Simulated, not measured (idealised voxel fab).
The following is a process module called voxel ribs on slabs.
Section shown: cut. Width: 240 nm. Cell size: 5 nm, square.
Think of the cross-section as a grid of square cells. We describe it in bands, top to bottom, and each band covers one or more rows of those cells.
This entry defines a band. It first specifies the height of the band's top and the height of its bottom in nm, and then specifies the band's materials from left to right, stating each material with its width in nm. The word "full width" identifies a single material that fills the band from edge to edge, while the word "empty" identifies empty space.
Height 0 is the level under which the wafer as received is all one material. The lowest band goes on downwards, as in "0 -> down".
It should be noted that a width expressed as "30->40" varies in equal increments from row to row of cells within the band, taking the value of the first number at the top row and that of the second number at the bottom row.
Any step labelled "same as before" changed none of the cells in the cross-section.
"Closed void inventory" - sealed voids, min. 8 cells, no opening to top; format: width x height at distance (distance from left edge; nm throughout).
Note: text after step settings on the step line = simulator remark on that step.
overlay nm: how far to the right of its planned place the mask lay on this masked step (negative: to the left).

Listed below are the process steps as planned
1,RECEIVE with material Si
2,DIRECTIONAL_DEP with material SiO2, thk nm 25
3,DIRECTIONAL_DEP with material SiN, thk nm 25
4,PATTERN with tone cover, mask id RIB, material resist, width nm 30, thk nm 20, overlay nm 0
5,DIRECTIONAL_ETCH with etch materials SiN, depth nm 5
6,STRIP with etch materials resist
7,PATTERN with tone cover, mask id SLAB, material resist, width nm 90, thk nm 15, overlay nm 0
8,DIRECTIONAL_ETCH with etch materials SiN, depth nm 20
9,STRIP with etch materials resist
10,FILL_DEP with material SiO2, thk nm 20
11,CMP with height nm 65
12,DIRECTIONAL_DEP with material W, thk nm 5
13,DIRECTIONAL_DEP with material aC, thk nm 10
14,PATTERN with tone cover, mask id HEATER, material resist, width nm 40, thk nm 30, overlay nm 0
15,DIRECTIONAL_ETCH with etch materials aC, depth nm 10
16,STRIP with etch materials resist
17,DIRECTIONAL_ETCH with etch materials W, depth nm 5
18,STRIP with etch materials aC
19,CONFORMAL_DEP with material SiO2, thk nm 5

As-received wafer cross-section (after step 1)
- 0 -> down = Si full width
- Closed void inventory: none

first wafer at the end, as planned
- 75 -> 70 = empty=95; SiO2=50; empty=95
- 70 -> 65 = SiO2=100; W=40; SiO2=100
- 65 -> 50 = SiO2 full width
- 50 -> 45 = SiO2=105; SiN=30; SiO2=105
- 45 -> 25 = SiO2=75; SiN=90; SiO2=75
- 25 -> 0 = SiO2 full width
- 0 -> down = Si full width
- Closed void inventory: none

Presented here is a cross-section of the second of the two wafers as it stood at the end of the module. It was started in the same manner and assigned the same plan as the first wafer; however, one mistake was made in its execution
- 75 -> 70 = empty=95; SiO2=50; empty=95
- 70 -> 65 = SiO2=100; W=40; SiO2=100
- 65 -> 25 = SiO2 full width
- 25 -> 0 = SiN full width
- 0 -> down = Si full width
- Closed void inventory: none
Want to know what went wrong? steps 2 and 3 were swapped
End check, counted in cells, second wafer has more or fewer of these materials than the first: SiN +162, SiO2 -162
